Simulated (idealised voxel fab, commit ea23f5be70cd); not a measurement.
Title: Process Module voxel transistor to metal
Cross-sectional view cut (width: 140 nm; square cell size: 5 nm).
When this document writes out a cross-section, it uses a grid of square cells and lists it as bands, beginning at the top and moving down, with a band standing for one or more rows of cells. The band entry comprises the height of the band's top followed by the height of its bottom, expressed in nm, and subsequently the band's materials from left to right, each stated together with its width in nm. Where a single material is marked with the word "everywhere", that material fills the band from edge to edge. The word "empty" represents empty space. Height reference: 0 = level under which incoming wafer is all one material. Lowest band: no bottom, runs on downward, e.g. "0 down". The expression "30..40" gives the width at the extremes of the band, the first number at its top row of cells and the second at its bottom row, with the width changing by equal amounts from each row to the next in between. "nothing got changed", as given for a step, is the statement that not any cell of the cross-section underwent a change during that step. Closed void entries: empty space of 8 cells or more with no open way to the top, each as width x height at its distance from the left edge, in nm. That trailing text on a step's line, after the settings, is the simulator's own remark on the step. A step line may carry the setting "overlay nm", which, for steps involving a mask, states the distance by which the mask lay to the right of its intended position; negative values denote displacement to the left.
**Here's what the planned process steps look like**
1. op RECEIVE | material Si
2. op OXIDIZE | depth nm 5
3. op CONFORMAL_DEP | material SiN | thk nm 15
4. op MASKED_ETCH | tone cover | mask id ACTIVE | width nm 100 | etch materials SiN | depth nm 15 | overlay nm 0
5. op MASKED_ETCH | tone cover | mask id ACTIVE | width nm 110 | etch materials SiO2 | depth nm 5 | overlay nm 0
6. op MASKED_ETCH | tone cover | mask id ACTIVE | width nm 110 | etch materials Si | depth nm 35 | overlay nm 0
7. op FILL_DEP | material SiO2 | thk nm 5
8. op CMP | height nm 15
9. op SELECTIVE_ETCH | etch materials SiO2 | depth nm 10
10. op STRIP | etch materials SiN
11. op SELECTIVE_ETCH | etch materials SiO2 | depth nm 5
12. op OXIDIZE | depth nm 5
13. op DIRECTIONAL_DEP | material polySi | thk nm 30
14. op DIRECTIONAL_DEP | material SiCN | thk nm 15
15. op DIRECTIONAL_DEP | material aC | thk nm 10
16. op PATTERN | tone cover | mask id GATE | material resist | width nm 20 | thk nm 25 | overlay nm 0
17. op DIRECTIONAL_ETCH | etch materials aC | depth nm 10
18. op STRIP | etch materials resist
19. op DIRECTIONAL_ETCH | etch materials SiCN | depth nm 25
20. op DIRECTIONAL_ETCH | etch materials polySi | depth nm 40
21. op STRIP | etch materials aC
22. op CONFORMAL_DEP | material SiO2 | thk nm 5
23. op DIRECTIONAL_ETCH | etch materials SiO2 | depth nm 5
24. op CONFORMAL_DEP | material SiN | thk nm 5
25. op DIRECTIONAL_ETCH | etch materials SiN | depth nm 5
26. op DIRECTIONAL_ETCH | etch materials SiO2 | depth nm 5
27. op DIRECTIONAL_ETCH | etch materials Si | depth nm 10
28. op EPI | material SiGe | thk nm 15
29. op FILL_DEP | material SiO2 | thk nm 5
30. op CMP | height nm 40
31. op DIRECTIONAL_DEP | material SiO2 | thk nm 15
32. op DIRECTIONAL_DEP | material aC | thk nm 15
33. op PATTERN | tone open | mask id CONTACT | material resist | width nm 20 | pitch nm 80 | thk nm 30 | overlay nm 0
34. op DIRECTIONAL_ETCH | etch materials aC | depth nm 15
35. op STRIP | etch materials resist
36. op DIRECTIONAL_ETCH | etch materials SiO2 | depth nm 50
37. op STRIP | etch materials aC
38. op CONFORMAL_DEP | material TiN | thk nm 5
39. op FILL_DEP | material Ru | thk nm 10
40. op CMP | height nm 55
41. op CONFORMAL_DEP | material SiCN | thk nm 5
42. op DIRECTIONAL_DEP | material SiO2 | thk nm 15
43. op DIRECTIONAL_DEP | material aC | thk nm 15
44. op PATTERN | tone open | mask id METAL_1 | material resist | width nm 20 | pitch nm 80 | thk nm 35 | overlay nm 0
45. op DIRECTIONAL_ETCH | etch materials aC | depth nm 15
46. op STRIP | etch materials resist
47. op DIRECTIONAL_ETCH | etch materials SiO2 | depth nm 15
48. op DIRECTIONAL_ETCH | etch materials SiCN | depth nm 5
49. op STRIP | etch materials aC
50. op CONFORMAL_DEP | material TiN | thk nm 5
51. op FILL_DEP | material W | thk nm 10
52. op CMP | height nm 75
53. op CONFORMAL_DEP | material SiCN | thk nm 5
Don't read the plan's width nm for step 4 as applying to every wafer: that's the first wafer's value, and the wafers differ in it, though they all start identical.
**Step 1 complete: as-received cross-section of the first of several wafers**
  0 down = Si everywhere
  Closed void entries: none
**First of several wafers, sectioned at end of module (last step: step 53)**
  80 to 75 = SiCN everywhere
  75 to 60 = SiO2 20 nm; TiN 5 nm; W 10 nm; TiN 5 nm; SiO2 60 nm; TiN 5 nm; W 10 nm; TiN 5 nm; SiO2 20 nm
  60 to 55 = SiCN 20 nm; TiN 20 nm; SiCN 60 nm; TiN 20 nm; SiCN 20 nm
  55 to 40 = SiO2 20 nm; TiN 5 nm; Ru 10 nm; TiN 5 nm; SiO2 60 nm; TiN 5 nm; Ru 10 nm; TiN 5 nm; SiO2 20 nm
  40 to 25 = SiO2 20 nm; TiN 5 nm; Ru 10 nm; TiN 5 nm; SiO2 10 nm; SiN 5 nm; SiO2 5 nm; SiCN 20 nm; SiO2 5 nm; SiN 5 nm; SiO2 10 nm; TiN 5 nm; Ru 10 nm; TiN 5 nm; SiO2 20 nm
  25 to 10 = SiO2 20 nm; TiN 5 nm; Ru 10 nm; TiN 5 nm; SiO2 10 nm; SiN 5 nm; SiO2 5 nm; polySi 20 nm; SiO2 5 nm; SiN 5 nm; SiO2 10 nm; TiN 5 nm; Ru 10 nm; TiN 5 nm; SiO2 20 nm
  10 to 5 = SiO2 20 nm; TiN 20 nm; SiO2 10 nm; SiN 5 nm; SiO2 5 nm; polySi 20 nm; SiO2 5 nm; SiN 5 nm; SiO2 10 nm; TiN 20 nm; SiO2 20 nm
  5 to 0 = SiO2 20 nm; SiGe 30 nm; SiN 5 nm; SiO2 5 nm; polySi 20 nm; SiO2 5 nm; SiN 5 nm; SiGe 30 nm; SiO2 20 nm
  0 to -5 = SiO2 20 nm; SiN 5 nm; SiGe 25 nm; SiN 5 nm; SiO2 5 nm; polySi 20 nm; SiO2 5 nm; SiN 5 nm; SiGe 25 nm; SiN 5 nm; SiO2 20 nm
  -5 to -10 = SiO2 25 nm; SiGe 25 nm; SiO2 40 nm; SiGe 25 nm; SiO2 25 nm
  -10 to -20 = SiO2 15 nm; Si 10 nm; SiGe 25 nm; Si 40 nm; SiGe 25 nm; Si 10 nm; SiO2 15 nm
  -20 to -40 = SiO2 15 nm; Si 110 nm; SiO2 15 nm
  -40 down = Si everywhere
  Closed void entries: none
**Final wafer of several, shown in cross-section at the end of the module**
  80 to 75 = SiCN everywhere
  75 to 60 = SiO2 20 nm; TiN 5 nm; W 10 nm; TiN 5 nm; SiO2 60 nm; TiN 5 nm; W 10 nm; TiN 5 nm; SiO2 20 nm
  60 to 55 = SiCN 20 nm; TiN 20 nm; SiCN 60 nm; TiN 20 nm; SiCN 20 nm
  55 to 40 = SiO2 20 nm; TiN 5 nm; Ru 10 nm; TiN 5 nm; SiO2 60 nm; TiN 5 nm; Ru 10 nm; TiN 5 nm; SiO2 20 nm
  40 to 25 = SiO2 20 nm; TiN 5 nm; Ru 10 nm; TiN 5 nm; SiO2 10 nm; SiN 5 nm; SiO2 5 nm; SiCN 20 nm; SiO2 5 nm; SiN 5 nm; SiO2 10 nm; TiN 5 nm; Ru 10 nm; TiN 5 nm; SiO2 20 nm
  25 to 10 = SiO2 20 nm; TiN 5 nm; Ru 10 nm; TiN 5 nm; SiO2 10 nm; SiN 5 nm; SiO2 5 nm; polySi 20 nm; SiO2 5 nm; SiN 5 nm; SiO2 10 nm; TiN 5 nm; Ru 10 nm; TiN 5 nm; SiO2 20 nm
  10 to 5 = SiO2 20 nm; TiN 20 nm; SiO2 10 nm; SiN 5 nm; SiO2 5 nm; polySi 20 nm; SiO2 5 nm; SiN 5 nm; SiO2 10 nm; TiN 20 nm; SiO2 20 nm
  5 to 0 = SiO2 15 nm; SiGe 35 nm; SiN 5 nm; SiO2 5 nm; polySi 20 nm; SiO2 5 nm; SiN 5 nm; SiGe 35 nm; SiO2 15 nm
  0 to -5 = SiO2 15 nm; SiN 5 nm; SiGe 30 nm; SiN 5 nm; SiO2 5 nm; polySi 20 nm; SiO2 5 nm; SiN 5 nm; SiGe 30 nm; SiN 5 nm; SiO2 15 nm
  -5 to -10 = SiO2 20 nm; SiGe 30 nm; SiO2 40 nm; SiGe 30 nm; SiO2 20 nm
  -10 to -20 = SiO2 15 nm; Si 5 nm; SiGe 30 nm; Si 40 nm; SiGe 30 nm; Si 5 nm; SiO2 15 nm
  -20 to -40 = SiO2 15 nm; Si 110 nm; SiO2 15 nm
  -40 down = Si everywhere
  Closed void entries: none
**Per wafer (row), end of module: delta in cells per material since receipt, (+) for gained, (-) for lost; closed voids after that**
width nm 100, +36 Ru, -112 Si, +60 SiCN, +52 SiGe, +20 SiN, +292 SiO2, +64 TiN, +12 W, +24 polySi, Closed void entries: none
width nm 105, +36 Ru, -114 Si, +60 SiCN, +57 SiGe, +20 SiN, +289 SiO2, +64 TiN, +12 W, +24 polySi, Closed void entries: none
width nm 110, +36 Ru, -116 Si, +60 SiCN, +62 SiGe, +20 SiN, +286 SiO2, +64 TiN, +12 W, +24 polySi, Closed void entries: none
